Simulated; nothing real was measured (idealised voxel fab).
Presented below is a process module, voxel local oxidation.
240 nm wide, 5 nm square cells: that's cross-section cut.
Just so we're on the same page, the cross-sections are grids of square cells, and they're listed out in bands top to bottom, each band one or more rows deep. Heights first: top, then bottom, in nm. Then materials, left to right, each with a width in nm. "edge to edge" on a single material: fills the band edge to edge. "empty": empty space. Convention: height 0 is the level below which the wafer, as received, is all one material. The lowest band does not terminate at the bottom but continues downward, represented as "0 and below". Width: "30->40" (first number = top row, second number = bottom row, same change from row to row of cells). "no change occurred" after a step means that no cell of the cross-section changed. You'll see "Voids lacking openings" listing empty spaces that have no way open to the top, as long as they're 8 cells or more; the notation is width x height at distance, where the distance is from the left edge, and all of it is in nm. On each step's line, the part that comes after the settings is the simulator's own comment on the step. Among the settings permitted on a step's line is "overlay nm"; applied to a step with a mask, it specifies the extent to which the mask lay to the right of its planned position, whereas a negative figure signifies a position to the left.

### List of planned process steps
1,RECEIVE with material Si
2,CONFORMAL_DEP with material SiO2, thk nm 5
3,CONFORMAL_DEP with material SiN, thk nm 10
4,DIRECTIONAL_DEP with material aC, thk nm 15
5,PATTERN with tone cover, mask id ACTIVE, material resist, width nm 90, thk nm 35, overlay nm 0
6,DIRECTIONAL_ETCH with etch materials aC, depth nm 15
7,STRIP with etch materials resist
8,DIRECTIONAL_ETCH with etch materials SiN, depth nm 10
9,STRIP with etch materials aC
10,SELECTIVE_ETCH with etch materials SiO2, depth nm 5
11,OXIDIZE with depth nm 15
12,STRIP with etch materials SiN

### Incoming wafer in cross-section (state: after step 1)
    0 and below | Si edge to edge
    Voids lacking openings: none

### This is how the wafer looks in cross-section once the module is done, given the starting state and plan above and one mistake in carrying the plan out
    5 down to 0 | empty=80; SiO2=80; empty=80
    0 down to -10 | SiO2=90; Si=60; SiO2=90
    -10 and below | Si edge to edge
    Voids lacking openings: none
Error vs. plan: step 11 ran as: OXIDIZE with depth nm 10
